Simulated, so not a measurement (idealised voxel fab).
The process module that follows is named voxel gate over fins.
In the cross-section labelled cut, the width is 210 nm and each square cell is 5 nm.
For the purposes of this document, a cross-section shall be understood as a grid of square cells, specified as bands listed in top-to-bottom order, each band consisting of one or more rows of cells.
Per band: top height and bottom height in nm, followed by the left-to-right materials and their widths in nm; "full width" marks a single material spanning edge to edge, "blank" marks empty space.
Beneath 0, the wafer as received is one material, and that level is where height counting begins. The lowest band goes on downward without a bottom; it is written like "0..down".
The expression "30..40" gives the width at the extremes of the band, the first number at its top row of cells and the second at its bottom row, with the width changing by equal amounts from each row to the next in between.
A step reported as "no modifications" is a step in which no cell of the cross-section changed.
"Closed voids list" contains a list of empty spaces, each no smaller than 8 cells and without an open way to the top, written in the form width x height at distance with the distance from the left edge and all three in nm.
Heads up: the bit after the settings on a step's line is the simulator's remark on that step.
Each step line may optionally specify "overlay nm", which for a step with a mask gives the rightward distance between the mask's planned place and where it lay, a negative value indicating the leftward direction.
What follows is a series of pairs. Each pair shows a cross-section before one process step and the cross-section after it, and the after view is drawn only down to the lowest band that changed. Beneath each pair is the step that lies between the two, with its settings. Pairs may come from different runs of this module on the same starting wafer, so a pair continues from the one above it only where its entry headed "Pre-step geometry" says so.

Pre-step geometry
0..down: Si full width
Closed voids list: none

Post-Step Snapshot
10..0: SiN full width
Below 0, no change.
Closed voids list: none
Q: step between the cross-sections above? A: CONFORMAL_DEP: material SiN, thk nm 10

Pre-step geometry: identical to the post-step cross-section of the immediately preceding pair.

Post-Step Snapshot
25..10: aC full width
Below 10, no change.
Closed voids list: none
Q: step between the cross-sections above? A: DIRECTIONAL_DEP: material aC, thk nm 15

Pre-step geometry: identical to the post-step cross-section of the immediately preceding pair.

Post-Step Snapshot
60..25: 50 of blank; 15 of resist; 30 of blank; 15 of resist; 30 of blank; 15 of resist; 55 of blank
Below 25, no change.
Closed voids list: none
Q: step between the cross-sections above? A: PATTERN: tone cover, mask id FINS, material resist, width nm 15, pitch nm 45, thk nm 35, overlay nm 0

Pre-step geometry: identical to the post-step cross-section of the immediately preceding pair.

Post-Step Snapshot
45..25: 50 of blank; 15 of resist; 30 of blank; 15 of resist; 30 of blank; 15 of resist; 55 of blank
25..10: 50 of blank; 15 of aC; 30 of blank; 15 of aC; 30 of blank; 15 of aC; 55 of blank
Below 10, no change.
Closed voids list: none
Q: step between the cross-sections above? A: DIRECTIONAL_ETCH: etch materials aC, depth nm 15

Pre-step geometry: identical to the post-step cross-section of the immediately preceding pair.

Post-Step Snapshot
25..10: 50 of blank; 15 of aC; 30 of blank; 15 of aC; 30 of blank; 15 of aC; 55 of blank
Below 10, no change.
Closed voids list: none
Q: step between the cross-sections above? A: STRIP: etch materials resist

Pre-step geometry: identical to the post-step cross-section of the immediately preceding pair.

Post-Step Snapshot
25..10: 50 of blank; 15 of aC; 30 of blank; 15 of aC; 30 of blank; 15 of aC; 55 of blank
10..0: 50 of blank; 15 of SiN; 30 of blank; 15 of SiN; 30 of blank; 15 of SiN; 55 of blank
Below 0, no change.
Closed voids list: none
Q: step between the cross-sections above? A: DIRECTIONAL_ETCH: etch materials SiN, depth nm 10

Pre-step geometry: identical to the post-step cross-section of the immediately preceding pair.

Post-Step Snapshot
25..10: 50 of blank; 15 of aC; 30 of blank; 15 of aC; 30 of blank; 15 of aC; 55 of blank
10..0: 50 of blank; 15 of SiN; 30 of blank; 15 of SiN; 30 of blank; 15 of SiN; 55 of blank
0..-35: 50 of blank; 15 of Si; 30 of blank; 15 of Si; 30 of blank; 15 of Si; 55 of blank
Below -35, no change.
Closed voids list: none
Q: step between the cross-sections above? A: DIRECTIONAL_ETCH: etch materials Si, depth nm 35

Pre-step geometry: identical to the post-step cross-section of the immediately preceding pair.

Post-Step Snapshot
10..0: 50 of blank; 15 of SiN; 30 of blank; 15 of SiN; 30 of blank; 15 of SiN; 55 of blank
Below 0, no change.
Closed voids list: none
Q: step between the cross-sections above? A: STRIP: etch materials aC

Pre-step geometry: identical to the post-step cross-section of the immediately preceding pair.

Post-Step Snapshot
25..10: SiO2 full width
10..0: 50 of SiO2; 15 of SiN; 30 of SiO2; 15 of SiN; 30 of SiO2; 15 of SiN; 55 of SiO2
0..-35: 50 of SiO2; 15 of Si; 30 of SiO2; 15 of Si; 30 of SiO2; 15 of Si; 55 of SiO2
Below -35, no change.
Closed voids list: none
Q: step between the cross-sections above? A: FILL_DEP: material SiO2, thk nm 15

Pre-step geometry: identical to the post-step cross-section of the immediately preceding pair.

Post-Step Snapshot
10..0: 50 of SiO2; 15 of SiN; 30 of SiO2; 15 of SiN; 30 of SiO2; 15 of SiN; 55 of SiO2
Below 0, no change.
Closed voids list: none
Q: step between the cross-sections above? A: CMP: height nm 10

Pre-step geometry: identical to the post-step cross-section of the immediately preceding pair.

Post-Step Snapshot
10..0: 50 of blank; 15 of SiN; 30 of blank; 15 of SiN; 30 of blank; 15 of SiN; 55 of blank
0..-15: 50 of blank; 15 of Si; 30 of blank; 15 of Si; 30 of blank; 15 of Si; 55 of blank
Below -15, no change.
Closed voids list: none
Q: step between the cross-sections above? A: SELECTIVE_ETCH: etch materials SiO2, depth nm 25

Pre-step geometry: identical to the post-step cross-section of the immediately preceding pair.

Post-Step Snapshot
0..-15: 50 of blank; 15 of Si; 30 of blank; 15 of Si; 30 of blank; 15 of Si; 55 of blank
Below -15, no change.
Closed voids list: none
Q: step between the cross-sections above? A: STRIP: etch materials SiN

Pre-step geometry: identical to the post-step cross-section of the immediately preceding pair.

Post-Step Snapshot
5..0: 45 of blank; 25 of HfO2; 20 of blank; 25 of HfO2; 20 of blank; 25 of HfO2; 50 of blank
0..-10: 45 of blank; 5 of HfO2; 15 of Si; 5 of HfO2; 20 of blank; 5 of HfO2; 15 of Si; 5 of HfO2; 20 of blank; 5 of HfO2; 15 of Si; 5 of HfO2; 50 of blank
-10..-15: 50 of HfO2; 15 of Si; 30 of HfO2; 15 of Si; 30 of HfO2; 15 of Si; 55 of HfO2
Below -15, no change.
Closed voids list: none
Q: step between the cross-sections above? A: CONFORMAL_DEP: material HfO2, thk nm 5

Pre-step geometry: identical to the post-step cross-section of the immediately preceding pair.

Post-Step Snapshot
10..5: 40 of blank; 35 of TiN; 10 of blank; 35 of TiN; 10 of blank; 35 of TiN; 45 of blank
5..0: 40 of blank; 5 of TiN; 25 of HfO2; 5 of TiN; 10 of blank; 5 of TiN; 25 of HfO2; 5 of TiN; 10 of blank; 5 of TiN; 25 of HfO2; 5 of TiN; 45 of blank
0..-5: 40 of blank; 5 of TiN; 5 of HfO2; 15 of Si; 5 of HfO2; 5 of TiN; 10 of blank; 5 of TiN; 5 of HfO2; 15 of Si; 5 of HfO2; 5 of TiN; 10 of blank; 5 of TiN; 5 of HfO2; 15 of Si; 5 of HfO2; 5 of TiN; 45 of blank
-5..-10: 45 of TiN; 5 of HfO2; 15 of Si; 5 of HfO2; 20 of TiN; 5 of HfO2; 15 of Si; 5 of HfO2; 20 of TiN; 5 of HfO2; 15 of Si; 5 of HfO2; 50 of TiN
Below -10, no change.
Closed voids list: none
Q: step between the cross-sections above? A: CONFORMAL_DEP: material TiN, thk nm 5

Pre-step geometry: identical to the post-step cross-section of the immediately preceding pair.

Post-Step Snapshot
15..10: 35 of blank; 135 of TiAl; 40 of blank
10..5: 35 of blank; 5 of TiAl; 35 of TiN; 10 of TiAl; 35 of TiN; 10 of TiAl; 35 of TiN; 5 of TiAl; 40 of blank
5..0: 35 of blank; 5 of TiAl; 5 of TiN; 25 of HfO2; 5 of TiN; 10 of TiAl; 5 of TiN; 25 of HfO2; 5 of TiN; 10 of TiAl; 5 of TiN; 25 of HfO2; 5 of TiN; 5 of TiAl; 40 of blank
0..-5: 40 of TiAl; 5 of TiN; 5 of HfO2; 15 of Si; 5 of HfO2; 5 of TiN; 10 of TiAl; 5 of TiN; 5 of HfO2; 15 of Si; 5 of HfO2; 5 of TiN; 10 of TiAl; 5 of TiN; 5 of HfO2; 15 of Si; 5 of HfO2; 5 of TiN; 45 of TiAl
Below -5, no change.
Closed voids list: none
Q: step between the cross-sections above? A: CONFORMAL_DEP: material TiAl, thk nm 5

Pre-step geometry: identical to the post-step cross-section of the immediately preceding pair.

Post-Step Snapshot
20..15: 30 of blank; 145 of TiN; 35 of blank
15..10: 30 of blank; 5 of TiN; 135 of TiAl; 5 of TiN; 35 of blank
10..5: 30 of blank; 5 of TiN; 5 of TiAl; 35 of TiN; 10 of TiAl; 35 of TiN; 10 of TiAl; 35 of TiN; 5 of TiAl; 5 of TiN; 35 of blank
5..0: 35 of TiN; 5 of TiAl; 5 of TiN; 25 of HfO2; 5 of TiN; 10 of TiAl; 5 of TiN; 25 of HfO2; 5 of TiN; 10 of TiAl; 5 of TiN; 25 of HfO2; 5 of TiN; 5 of TiAl; 40 of TiN
Below 0, no change.
Closed voids list: none
Q: step between the cross-sections above? A: CONFORMAL_DEP: material TiN, thk nm 5

Pre-step geometry: identical to the post-step cross-section of the immediately preceding pair.

Post-Step Snapshot
30..20: W full width
20..15: 30 of W; 145 of TiN; 35 of W
15..10: 30 of W; 5 of TiN; 135 of TiAl; 5 of TiN; 35 of W
10..5: 30 of W; 5 of TiN; 5 of TiAl; 35 of TiN; 10 of TiAl; 35 of TiN; 10 of TiAl; 35 of TiN; 5 of TiAl; 5 of TiN; 35 of W
Below 5, no change.
Closed voids list: none
Q: step between the cross-sections above? A: FILL_DEP: material W, thk nm 10

Pre-step geometry: identical to the post-step cross-section of the immediately preceding pair.

Post-Step Snapshot
25..20: W full width
Below 20, no change.
Closed voids list: none
Q: step between the cross-sections above? A: CMP: height nm 25

Pre-step geometry: identical to the post-step cross-section of the immediately preceding pair.

Post-Step Snapshot
30..25: SiCN full width
Below 25, no change.
Closed voids list: none
Q: step between the cross-sections above? A: CONFORMAL_DEP: material SiCN, thk nm 5

Pre-step geometry
10..5: 40 of blank; 35 of TiN; 10 of blank; 35 of TiN; 10 of blank; 35 of TiN; 45 of blank
5..0: 40 of blank; 5 of TiN; 25 of HfO2; 5 of TiN; 10 of blank; 5 of TiN; 25 of HfO2; 5 of TiN; 10 of blank; 5 of TiN; 25 of HfO2; 5 of TiN; 45 of blank
0..-5: 40 of blank; 5 of TiN; 5 of HfO2; 15 of Si; 5 of HfO2; 5 of TiN; 10 of blank; 5 of TiN; 5 of HfO2; 15 of Si; 5 of HfO2; 5 of TiN; 10 of blank; 5 of TiN; 5 of HfO2; 15 of Si; 5 of HfO2; 5 of TiN; 45 of blank
-5..-10: 45 of TiN; 5 of HfO2; 15 of Si; 5 of HfO2; 20 of TiN; 5 of HfO2; 15 of Si; 5 of HfO2; 20 of TiN; 5 of HfO2; 15 of Si; 5 of HfO2; 50 of TiN
-10..-15: 50 of HfO2; 15 of Si; 30 of HfO2; 15 of Si; 30 of HfO2; 15 of Si; 55 of HfO2
-15..-35: 50 of SiO2; 15 of Si; 30 of SiO2; 15 of Si; 30 of SiO2; 15 of Si; 55 of SiO2
-35..down: Si full width
Closed voids list: none

Post-Step Snapshot
15..5: 35 of blank; 135 of TiN; 40 of blank
5..0: 35 of blank; 10 of TiN; 25 of HfO2; 20 of TiN; 25 of HfO2; 20 of TiN; 25 of HfO2; 10 of TiN; 40 of blank
0..-10: 45 of TiN; 5 of HfO2; 15 of Si; 5 of HfO2; 20 of TiN; 5 of HfO2; 15 of Si; 5 of HfO2; 20 of TiN; 5 of HfO2; 15 of Si; 5 of HfO2; 50 of TiN
Below -10, no change.
Closed voids list: none
Q: step between the cross-sections above? A: CONFORMAL_DEP: material TiN, thk nm 5

Pre-step geometry: identical to the post-step cross-section of the immediately preceding pair.

Post-Step Snapshot
25..15: W full width
15..5: 35 of W; 135 of TiN; 40 of W
5..0: 35 of W; 10 of TiN; 25 of HfO2; 20 of TiN; 25 of HfO2; 20 of TiN; 25 of HfO2; 10 of TiN; 40 of W
Below 0, no change.
Closed voids list: none
Q: step between the cross-sections above? A: FILL_DEP: material W, thk nm 10

Pre-step geometry: identical to the post-step cross-section of the immediately preceding pair.

Post-Step Snapshot
30..25: SiCN full width
Below 25, no change.
Closed voids list: none
Q: step between the cross-sections above? A: CONFORMAL_DEP: material SiCN, thk nm 5

Pre-step geometry
25..10: 50 of blank; 15 of aC; 30 of blank; 15 of aC; 30 of blank; 15 of aC; 55 of blank
10..0: 50 of blank; 15 of SiN; 30 of blank; 15 of SiN; 30 of blank; 15 of SiN; 55 of blank
0..-35: 50 of blank; 15 of Si; 30 of blank; 15 of Si; 30 of blank; 15 of Si; 55 of blank
-35..down: Si full width
Closed voids list: none

Post-Step Snapshot
25..10: 50 of blank; 15 of aC; 30 of blank; 15 of aC; 30 of blank; 15 of aC; 55 of blank
10..0: 50 of blank; 15 of SiN; 30 of blank; 15 of SiN; 30 of blank; 15 of SiN; 55 of blank
0..-70: 50 of blank; 15 of Si; 30 of blank; 15 of Si; 30 of blank; 15 of Si; 55 of blank
Below -70, no change.
Closed voids list: none
Q: step between the cross-sections above? A: DIRECTIONAL_ETCH: etch materials Si, depth nm 35

Pre-step geometry: identical to the post-step cross-section of the immediately preceding pair.

Post-Step Snapshot
10..0: 50 of blank; 15 of SiN; 30 of blank; 15 of SiN; 30 of blank; 15 of SiN; 55 of blank
Below 0, no change.
Closed voids list: none
Q: step between the cross-sections above? A: STRIP: etch materials aC

Pre-step geometry: identical to the post-step cross-section of the immediately preceding pair.

Post-Step Snapshot
25..10: SiO2 full width
10..0: 50 of SiO2; 15 of SiN; 30 of SiO2; 15 of SiN; 30 of SiO2; 15 of SiN; 55 of SiO2
0..-70: 50 of SiO2; 15 of Si; 30 of SiO2; 15 of Si; 30 of SiO2; 15 of Si; 55 of SiO2
Below -70, no change.
Closed voids list: none
Q: step between the cross-sections above? A: FILL_DEP: material SiO2, thk nm 15

Pre-step geometry: identical to the post-step cross-section of the immediately preceding pair.

Post-Step Snapshot
10..0: 50 of SiO2; 15 of SiN; 30 of SiO2; 15 of SiN; 30 of SiO2; 15 of SiN; 55 of SiO2
Below 0, no change.
Closed voids list: none
Q: step between the cross-sections above? A: CMP: height nm 10

Pre-step geometry: identical to the post-step cross-section of the immediately preceding pair.

Post-Step Snapshot
10..0: 50 of blank; 15 of SiN; 30 of blank; 15 of SiN; 30 of blank; 15 of SiN; 55 of blank
0..-15: 50 of blank; 15 of Si; 30 of blank; 15 of Si; 30 of blank; 15 of Si; 55 of blank
Below -15, no change.
Closed voids list: none
Q: step between the cross-sections above? A: SELECTIVE_ETCH: etch materials SiO2, depth nm 25

Pre-step geometry: identical to the post-step cross-section of the immediately preceding pair.

Post-Step Snapshot
0..-15: 50 of blank; 15 of Si; 30 of blank; 15 of Si; 30 of blank; 15 of Si; 55 of blank
Below -15, no change.
Closed voids list: none
Q: step between the cross-sections above? A: STRIP: etch materials SiN

Pre-step geometry: identical to the post-step cross-section of the immediately preceding pair.

Post-Step Snapshot
5..0: 45 of blank; 25 of HfO2; 20 of blank; 25 of HfO2; 20 of blank; 25 of HfO2; 50 of blank
0..-10: 45 of blank; 5 of HfO2; 15 of Si; 5 of HfO2; 20 of blank; 5 of HfO2; 15 of Si; 5 of HfO2; 20 of blank; 5 of HfO2; 15 of Si; 5 of HfO2; 50 of blank
-10..-15: 50 of HfO2; 15 of Si; 30 of HfO2; 15 of Si; 30 of HfO2; 15 of Si; 55 of HfO2
Below -15, no change.
Closed voids list: none
Q: step between the cross-sections above? A: CONFORMAL_DEP: material HfO2, thk nm 5

Pre-step geometry: identical to the post-step cross-section of the immediately preceding pair.

Post-Step Snapshot
10..5: 40 of blank; 35 of TiN; 10 of blank; 35 of TiN; 10 of blank; 35 of TiN; 45 of blank
5..0: 40 of blank; 5 of TiN; 25 of HfO2; 5 of TiN; 10 of blank; 5 of TiN; 25 of HfO2; 5 of TiN; 10 of blank; 5 of TiN; 25 of HfO2; 5 of TiN; 45 of blank
0..-5: 40 of blank; 5 of TiN; 5 of HfO2; 15 of Si; 5 of HfO2; 5 of TiN; 10 of blank; 5 of TiN; 5 of HfO2; 15 of Si; 5 of HfO2; 5 of TiN; 10 of blank; 5 of TiN; 5 of HfO2; 15 of Si; 5 of HfO2; 5 of TiN; 45 of blank
-5..-10: 45 of TiN; 5 of HfO2; 15 of Si; 5 of HfO2; 20 of TiN; 5 of HfO2; 15 of Si; 5 of HfO2; 20 of TiN; 5 of HfO2; 15 of Si; 5 of HfO2; 50 of TiN
Below -10, no change.
Closed voids list: none
Q: step between the cross-sections above? A: CONFORMAL_DEP: material TiN, thk nm 5

Pre-step geometry: identical to the post-step cross-section of the immediately preceding pair.

Post-Step Snapshot
15..10: 35 of blank; 135 of TiAl; 40 of blank
10..5: 35 of blank; 5 of TiAl; 35 of TiN; 10 of TiAl; 35 of TiN; 10 of TiAl; 35 of TiN; 5 of TiAl; 40 of blank
5..0: 35 of blank; 5 of TiAl; 5 of TiN; 25 of HfO2; 5 of TiN; 10 of TiAl; 5 of TiN; 25 of HfO2; 5 of TiN; 10 of TiAl; 5 of TiN; 25 of HfO2; 5 of TiN; 5 of TiAl; 40 of blank
0..-5: 40 of TiAl; 5 of TiN; 5 of HfO2; 15 of Si; 5 of HfO2; 5 of TiN; 10 of TiAl; 5 of TiN; 5 of HfO2; 15 of Si; 5 of HfO2; 5 of TiN; 10 of TiAl; 5 of TiN; 5 of HfO2; 15 of Si; 5 of HfO2; 5 of TiN; 45 of TiAl
Below -5, no change.
Closed voids list: none
Q: step between the cross-sections above? A: CONFORMAL_DEP: material TiAl, thk nm 5

Pre-step geometry: identical to the post-step cross-section of the immediately preceding pair.

Post-Step Snapshot
20..15: 30 of blank; 145 of TiN; 35 of blank
15..10: 30 of blank; 5 of TiN; 135 of TiAl; 5 of TiN; 35 of blank
10..5: 30 of blank; 5 of TiN; 5 of TiAl; 35 of TiN; 10 of TiAl; 35 of TiN; 10 of TiAl; 35 of TiN; 5 of TiAl; 5 of TiN; 35 of blank
5..0: 35 of TiN; 5 of TiAl; 5 of TiN; 25 of HfO2; 5 of TiN; 10 of TiAl; 5 of TiN; 25 of HfO2; 5 of TiN; 10 of TiAl; 5 of TiN; 25 of HfO2; 5 of TiN; 5 of TiAl; 40 of TiN
Below 0, no change.
Closed voids list: none
Q: step between the cross-sections above? A: CONFORMAL_DEP: material TiN, thk nm 5

Pre-step geometry: identical to the post-step cross-section of the immediately preceding pair.

Post-Step Snapshot
30..20: W full width
20..15: 30 of W; 145 of TiN; 35 of W
15..10: 30 of W; 5 of TiN; 135 of TiAl; 5 of TiN; 35 of W
10..5: 30 of W; 5 of TiN; 5 of TiAl; 35 of TiN; 10 of TiAl; 35 of TiN; 10 of TiAl; 35 of TiN; 5 of TiAl; 5 of TiN; 35 of W
Below 5, no change.
Closed voids list: none
Q: step between the cross-sections above? A: FILL_DEP: material W, thk nm 10

Pre-step geometry: identical to the post-step cross-section of the immediately preceding pair.

Post-Step Snapshot
25..20: W full width
Below 20, no change.
Closed voids list: none
Q: step between the cross-sections above? A: CMP: height nm 25

Pre-step geometry: identical to the post-step cross-section of the immediately preceding pair.

Post-Step Snapshot
30..25: SiCN full width
Below 25, no change.
Closed voids list: none
Q: step between the cross-sections above? A: CONFORMAL_DEP: material SiCN, thk nm 5

Pre-step geometry
5..0: 45 of blank; 25 of HfO2; 20 of blank; 25 of HfO2; 20 of blank; 25 of HfO2; 50 of blank
0..-10: 45 of blank; 5 of HfO2; 15 of Si; 5 of HfO2; 20 of blank; 5 of HfO2; 15 of Si; 5 of HfO2; 20 of blank; 5 of HfO2; 15 of Si; 5 of HfO2; 50 of blank
-10..-15: 50 of HfO2; 15 of Si; 30 of HfO2; 15 of Si; 30 of HfO2; 15 of Si; 55 of HfO2
-15..-35: 50 of SiO2; 15 of Si; 30 of SiO2; 15 of Si; 30 of SiO2; 15 of Si; 55 of SiO2
-35..down: Si full width
Closed voids list: none

Post-Step Snapshot
10..5: 40 of blank; 35 of TiAl; 10 of blank; 35 of TiAl; 10 of blank; 35 of TiAl; 45 of blank
5..0: 40 of blank; 5 of TiAl; 25 of HfO2; 5 of TiAl; 10 of blank; 5 of TiAl; 25 of HfO2; 5 of TiAl; 10 of blank; 5 of TiAl; 25 of HfO2; 5 of TiAl; 45 of blank
0..-5: 40 of blank; 5 of TiAl; 5 of HfO2; 15 of Si; 5 of HfO2; 5 of TiAl; 10 of blank; 5 of TiAl; 5 of HfO2; 15 of Si; 5 of HfO2; 5 of TiAl; 10 of blank; 5 of TiAl; 5 of HfO2; 15 of Si; 5 of HfO2; 5 of TiAl; 45 of blank
-5..-10: 45 of TiAl; 5 of HfO2; 15 of Si; 5 of HfO2; 20 of TiAl; 5 of HfO2; 15 of Si; 5 of HfO2; 20 of TiAl; 5 of HfO2; 15 of Si; 5 of HfO2; 50 of TiAl
Below -10, no change.
Closed voids list: none
Q: step between the cross-sections above? A: CONFORMAL_DEP: material TiAl, thk nm 5

Pre-step geometry: identical to the post-step cross-section of the immediately preceding pair.

Post-Step Snapshot
15..10: 35 of blank; 135 of TiN; 40 of blank
10..5: 35 of blank; 5 of TiN; 35 of TiAl; 10 of TiN; 35 of TiAl; 10 of TiN; 35 of TiAl; 5 of TiN; 40 of blank
5..0: 35 of blank; 5 of TiN; 5 of TiAl; 25 of HfO2; 5 of TiAl; 10 of TiN; 5 of TiAl; 25 of HfO2; 5 of TiAl; 10 of TiN; 5 of TiAl; 25 of HfO2; 5 of TiAl; 5 of TiN; 40 of blank
0..-5: 40 of TiN; 5 of TiAl; 5 of HfO2; 15 of Si; 5 of HfO2; 5 of TiAl; 10 of TiN; 5 of TiAl; 5 of HfO2; 15 of Si; 5 of HfO2; 5 of TiAl; 10 of TiN; 5 of TiAl; 5 of HfO2; 15 of Si; 5 of HfO2; 5 of TiAl; 45 of TiN
Below -5, no change.
Closed voids list: none
Q: step between the cross-sections above? A: CONFORMAL_DEP: material TiN, thk nm 5

Pre-step geometry: identical to the post-step cross-section of the immediately preceding pair.

Post-Step Snapshot
20..10: 30 of blank; 145 of TiN; 35 of blank
10..5: 30 of blank; 10 of TiN; 35 of TiAl; 10 of TiN; 35 of TiAl; 10 of TiN; 35 of TiAl; 10 of TiN; 35 of blank
5..0: 40 of TiN; 5 of TiAl; 25 of HfO2; 5 of TiAl; 10 of TiN; 5 of TiAl; 25 of HfO2; 5 of TiAl; 10 of TiN; 5 of TiAl; 25 of HfO2; 5 of TiAl; 45 of TiN
Below 0, no change.
Closed voids list: none
Q: step between the cross-sections above? A: CONFORMAL_DEP: material TiN, thk nm 5

Pre-step geometry: identical to the post-step cross-section of the immediately preceding pair.

Post-Step Snapshot
30..20: W full width
20..10: 30 of W; 145 of TiN; 35 of W
10..5: 30 of W; 10 of TiN; 35 of TiAl; 10 of TiN; 35 of TiAl; 10 of TiN; 35 of TiAl; 10 of TiN; 35 of W
Below 5, no change.
Closed voids list: none
Q: step between the cross-sections above? A: FILL_DEP: material W, thk nm 10

Pre-step geometry: identical to the post-step cross-section of the immediately preceding pair.

Post-Step Snapshot
25..20: W full width
Below 20, no change.
Closed voids list: none
Q: step between the cross-sections above? A: CMP: height nm 25

Pre-step geometry: identical to the post-step cross-section of the immediately preceding pair.

Post-Step Snapshot
30..25: SiCN full width
Below 25, no change.
Closed voids list: none
Q: step between the cross-sections above? A: CONFORMAL_DEP: material SiCN, thk nm 5

Pre-step geometry
15..10: 35 of blank; 135 of TiAl; 40 of blank
10..5: 35 of blank; 5 of TiAl; 35 of TiN; 10 of TiAl; 35 of TiN; 10 of TiAl; 35 of TiN; 5 of TiAl; 40 of blank
5..0: 35 of blank; 5 of TiAl; 5 of TiN; 25 of HfO2; 5 of TiN; 10 of TiAl; 5 of TiN; 25 of HfO2; 5 of TiN; 10 of TiAl; 5 of TiN; 25 of HfO2; 5 of TiN; 5 of TiAl; 40 of blank
0..-5: 40 of TiAl; 5 of TiN; 5 of HfO2; 15 of Si; 5 of HfO2; 5 of TiN; 10 of TiAl; 5 of TiN; 5 of HfO2; 15 of Si; 5 of HfO2; 5 of TiN; 10 of TiAl; 5 of TiN; 5 of HfO2; 15 of Si; 5 of HfO2; 5 of TiN; 45 of TiAl
-5..-10: 45 of TiN; 5 of HfO2; 15 of Si; 5 of HfO2; 20 of TiN; 5 of HfO2; 15 of Si; 5 of HfO2; 20 of TiN; 5 of HfO2; 15 of Si; 5 of HfO2; 50 of TiN
-10..-15: 50 of HfO2; 15 of Si; 30 of HfO2; 15 of Si; 30 of HfO2; 15 of Si; 55 of HfO2
-15..-35: 50 of SiO2; 15 of Si; 30 of SiO2; 15 of Si; 30 of SiO2; 15 of Si; 55 of SiO2
-35..down: Si full width
Closed voids list: none

Post-Step Snapshot
30..15: 20 of blank; 165 of TiN; 25 of blank
15..10: 35 of TiN; 135 of TiAl; 40 of TiN
10..5: 35 of TiN; 5 of TiAl; 35 of TiN; 10 of TiAl; 35 of TiN; 10 of TiAl; 35 of TiN; 5 of TiAl; 40 of TiN
5..0: 35 of TiN; 5 of TiAl; 5 of TiN; 25 of HfO2; 5 of TiN; 10 of TiAl; 5 of TiN; 25 of HfO2; 5 of TiN; 10 of TiAl; 5 of TiN; 25 of HfO2; 5 of TiN; 5 of TiAl; 40 of TiN
Below 0, no change.
Closed voids list: none
Q: step between the cross-sections above? A: CONFORMAL_DEP: material TiN, thk nm 15

Pre-step geometry: identical to the post-step cross-section of the immediately preceding pair.

Post-Step Snapshot
40..30: W full width
30..15: 20 of W; 165 of TiN; 25 of W
Below 15, no change.
Closed voids list: none
Q: step between the cross-sections above? A: FILL_DEP: material W, thk nm 10

Pre-step geometry: identical to the post-step cross-section of the immediately preceding pair.

Post-Step Snapshot
25..15: 20 of W; 165 of TiN; 25 of W
Below 15, no change.
Closed voids list: none
Q: step between the cross-sections above? A: CMP: height nm 25

Pre-step geometry: identical to the post-step cross-section of the immediately preceding pair.

Post-Step Snapshot
30..25: SiCN full width
Below 25, no change.
Closed voids list: none
Q: step between the cross-sections above? A: CONFORMAL_DEP: material SiCN, thk nm 5

Pre-step geometry
25..10: aC full width
10..0: SiN full width
0..down: Si full width
Closed voids list: none

Post-Step Snapshot
60..25: 45 of blank; 25 of resist; 20 of blank; 25 of resist; 20 of blank; 25 of resist; 50 of blank
Below 25, no change.
Closed voids list: none
Q: step between the cross-sections above? A: PATTERN: tone cover, mask id FINS, material resist, width nm 25, pitch nm 45, thk nm 35, overlay nm 0

Pre-step geometry: identical to the post-step cross-section of the immediately preceding pair.

Post-Step Snapshot
45..25: 45 of blank; 25 of resist; 20 of blank; 25 of resist; 20 of blank; 25 of resist; 50 of blank
25..10: 45 of blank; 25 of aC; 20 of blank; 25 of aC; 20 of blank; 25 of aC; 50 of blank
Below 10, no change.
Closed voids list: none
Q: step between the cross-sections above? A: DIRECTIONAL_ETCH: etch materials aC, depth nm 15

Pre-step geometry: identical to the post-step cross-section of the immediately preceding pair.

Post-Step Snapshot
25..10: 45 of blank; 25 of aC; 20 of blank; 25 of aC; 20 of blank; 25 of aC; 50 of blank
Below 10, no change.
Closed voids list: none
Q: step between the cross-sections above? A: STRIP: etch materials resist

Pre-step geometry: identical to the post-step cross-section of the immediately preceding pair.

Post-Step Snapshot
25..10: 45 of blank; 25 of aC; 20 of blank; 25 of aC; 20 of blank; 25 of aC; 50 of blank
10..0: 45 of blank; 25 of SiN; 20 of blank; 25 of SiN; 20 of blank; 25 of SiN; 50 of blank
Below 0, no change.
Closed voids list: none
Q: step between the cross-sections above? A: DIRECTIONAL_ETCH: etch materials SiN, depth nm 10

Pre-step geometry: identical to the post-step cross-section of the immediately preceding pair.

Post-Step Snapshot
25..10: 45 of blank; 25 of aC; 20 of blank; 25 of aC; 20 of blank; 25 of aC; 50 of blank
10..0: 45 of blank; 25 of SiN; 20 of blank; 25 of SiN; 20 of blank; 25 of SiN; 50 of blank
0..-35: 45 of blank; 25 of Si; 20 of blank; 25 of Si; 20 of blank; 25 of Si; 50 of blank
Below -35, no change.
Closed voids list: none
Q: step between the cross-sections above? A: DIRECTIONAL_ETCH: etch materials Si, depth nm 35

Pre-step geometry: identical to the post-step cross-section of the immediately preceding pair.

Post-Step Snapshot
10..0: 45 of blank; 25 of SiN; 20 of blank; 25 of SiN; 20 of blank; 25 of SiN; 50 of blank
Below 0, no change.
Closed voids list: none
Q: step between the cross-sections above? A: STRIP: etch materials aC

Pre-step geometry: identical to the post-step cross-section of the immediately preceding pair.

Post-Step Snapshot
25..10: SiO2 full width
10..0: 45 of SiO2; 25 of SiN; 20 of SiO2; 25 of SiN; 20 of SiO2; 25 of SiN; 50 of SiO2
0..-35: 45 of SiO2; 25 of Si; 20 of SiO2; 25 of Si; 20 of SiO2; 25 of Si; 50 of SiO2
Below -35, no change.
Closed voids list: none
Q: step between the cross-sections above? A: FILL_DEP: material SiO2, thk nm 15

Pre-step geometry: identical to the post-step cross-section of the immediately preceding pair.

Post-Step Snapshot
10..0: 45 of SiO2; 25 of SiN; 20 of SiO2; 25 of SiN; 20 of SiO2; 25 of SiN; 50 of SiO2
Below 0, no change.
Closed voids list: none
Q: step between the cross-sections above? A: CMP: height nm 10

Pre-step geometry: identical to the post-step cross-section of the immediately preceding pair.

Post-Step Snapshot
10..0: 45 of blank; 25 of SiN; 20 of blank; 25 of SiN; 20 of blank; 25 of SiN; 50 of blank
0..-15: 45 of blank; 25 of Si; 20 of blank; 25 of Si; 20 of blank; 25 of Si; 50 of blank
Below -15, no change.
Closed voids list: none
Q: step between the cross-sections above? A: SELECTIVE_ETCH: etch materials SiO2, depth nm 25

Pre-step geometry: identical to the post-step cross-section of the immediately preceding pair.

Post-Step Snapshot
0..-15: 45 of blank; 25 of Si; 20 of blank; 25 of Si; 20 of blank; 25 of Si; 50 of blank
Below -15, no change.
Closed voids list: none
Q: step between the cross-sections above? A: STRIP: etch materials SiN
